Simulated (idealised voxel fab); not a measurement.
The document below concerns the process module designated voxel fin reveal.
Cross-sectional view cut (width: 180 nm; square cell size: 5 nm).
A cross-section in this document is a grid of square cells, and it is written down as bands, the top band listed before the ones below it; a band is made up of one or more rows of cells.
A band entry consists of two parts. The first gives the height of the band's top and the height of its bottom, in nm. The rest lists the band's materials from left to right, each with its width in nm. A single material labelled with the word "all across" fills the band from edge to edge, and the word "empty" marks empty space.
Heads up on the height convention: 0 is the point under which the incoming wafer is all one material, and the lowest band has no bottom, it just keeps going down, like "z 0 and below".
Read "30 to 40" as a graded width: first number on top, second number at the bottom, same change between each pair of neighbouring rows.
What does "all unchanged" mean for a step? It means no cell of the cross-section changed in that step.
Each empty space that has no open way to the top and spans at least 8 cells appears under "Non-vented voids" as width x height at distance, the distance counted from the left edge, all in nm.
If you see something after the settings on a step's line, that's the simulator's own remark about that step.
"overlay nm" answers the question of how far to the right of plan the mask lay on a step that has a mask, and when it is negative the answer is to the left.

# Planned process steps
1 RECEIVE,material Si
2 CONFORMAL_DEP,material SiN,thk nm 10
3 MASKED_ETCH,tone cover,mask id FINS,width nm 15,pitch nm 40,etch materials SiN,depth nm 10,overlay nm 0
4 MASKED_ETCH,tone cover,mask id FINS,width nm 15,pitch nm 40,etch materials Si,depth nm 35,overlay nm 0
5 OXIDIZE,depth nm 5
6 FILL_DEP,material SiO2,thk nm 5
7 CMP,height nm 10
8 SELECTIVE_ETCH,etch materials SiO2,depth nm 25
9 STRIP,etch materials SiN
10 CONFORMAL_DEP,material HfO2,thk nm 5

# The following pertains to the first of two wafers, which was processed as planned

# Cross-sectional view of the wafer in its as-received condition, corresponding to the state after step 1
    z 0 and below | Si all across
    Non-vented voids: none

# after step 2
    z 10 to 0 | SiN all across
    Anything lower than 0 is untouched.

# after step 3
    z 10 to 0 | empty 60 nm | SiN 15 nm | empty 25 nm | SiN 15 nm | empty 65 nm
    Anything lower than 0 is untouched.

# after step 4
    z 10 to 0 | empty 60 nm | SiN 15 nm | empty 25 nm | SiN 15 nm | empty 65 nm
    z 0 to -35 | empty 60 nm | Si 15 nm | empty 25 nm | Si 15 nm | empty 65 nm
    Anything lower than -35 is untouched.

# after step 5
    z 10 to 0 | empty 60 nm | SiN 15 nm | empty 25 nm | SiN 15 nm | empty 65 nm
    z 0 to -35 | empty 60 nm | SiO2 5 nm | Si 5 nm | SiO2 5 nm | empty 25 nm | SiO2 5 nm | Si 5 nm | SiO2 5 nm | empty 65 nm
    z -35 to -40 | SiO2 65 nm | Si 5 nm | SiO2 35 nm | Si 5 nm | SiO2 70 nm
    Anything lower than -40 is untouched.

# after step 6
    z 15 to 10 | SiO2 all across
    z 10 to 0 | SiO2 60 nm | SiN 15 nm | SiO2 25 nm | SiN 15 nm | SiO2 65 nm
    z 0 to -40 | SiO2 65 nm | Si 5 nm | SiO2 35 nm | Si 5 nm | SiO2 70 nm
    Anything lower than -40 is untouched.

# after step 7
    z 10 to 0 | SiO2 60 nm | SiN 15 nm | SiO2 25 nm | SiN 15 nm | SiO2 65 nm
    Anything lower than 0 is untouched.

# after step 8
    z 10 to 0 | empty 60 nm | SiN 15 nm | empty 25 nm | SiN 15 nm | empty 65 nm
    z 0 to -15 | empty 65 nm | Si 5 nm | empty 35 nm | Si 5 nm | empty 70 nm
    Anything lower than -15 is untouched.

# after step 9
    z 0 to -15 | empty 65 nm | Si 5 nm | empty 35 nm | Si 5 nm | empty 70 nm
    Anything lower than -15 is untouched.

# after step 10
    z 5 to 0 | empty 60 nm | HfO2 15 nm | empty 25 nm | HfO2 15 nm | empty 65 nm
    z 0 to -10 | empty 60 nm | HfO2 5 nm | Si 5 nm | HfO2 5 nm | empty 25 nm | HfO2 5 nm | Si 5 nm | HfO2 5 nm | empty 65 nm
    z -10 to -15 | HfO2 65 nm | Si 5 nm | HfO2 35 nm | Si 5 nm | HfO2 70 nm
    Anything lower than -15 is untouched.

# The remaining wafer, second of the two, started like the first and was run to the same plan, except that one mistake was made along the way; the two coincide through step 8, inclusive

# Planned end of step 9: second wafer, cross-section
    z 10 to 0 | empty 60 nm | SiN 15 nm | empty 25 nm | SiN 15 nm | empty 65 nm
    z 0 to -40 | empty 65 nm | Si 5 nm | empty 35 nm | Si 5 nm | empty 70 nm
    Anything lower than -40 is untouched.

# Planned end of step 10: second wafer, cross-section
    z 15 to 10 | empty 55 nm | HfO2 25 nm | empty 15 nm | HfO2 25 nm | empty 60 nm
    z 10 to 0 | empty 55 nm | HfO2 5 nm | SiN 15 nm | HfO2 5 nm | empty 15 nm | HfO2 5 nm | SiN 15 nm | HfO2 5 nm | empty 60 nm
    z 0 to -5 | empty 55 nm | HfO2 10 nm | Si 5 nm | HfO2 10 nm | empty 15 nm | HfO2 10 nm | Si 5 nm | HfO2 10 nm | empty 60 nm
    z -5 to -35 | empty 60 nm | HfO2 5 nm | Si 5 nm | HfO2 5 nm | empty 25 nm | HfO2 5 nm | Si 5 nm | HfO2 5 nm | empty 65 nm
    z -35 to -40 | HfO2 65 nm | Si 5 nm | HfO2 35 nm | Si 5 nm | HfO2 70 nm
    Anything lower than -40 is untouched.
What went wrong in running the wafer? step 9 changed vs plan, executed as STRIP,etch materials SiO2
Bottom line after processing is that, in cells, the second wafer is up or down on some materials versus the first: HfO2 +36 | SiN +12 | SiO2 -170
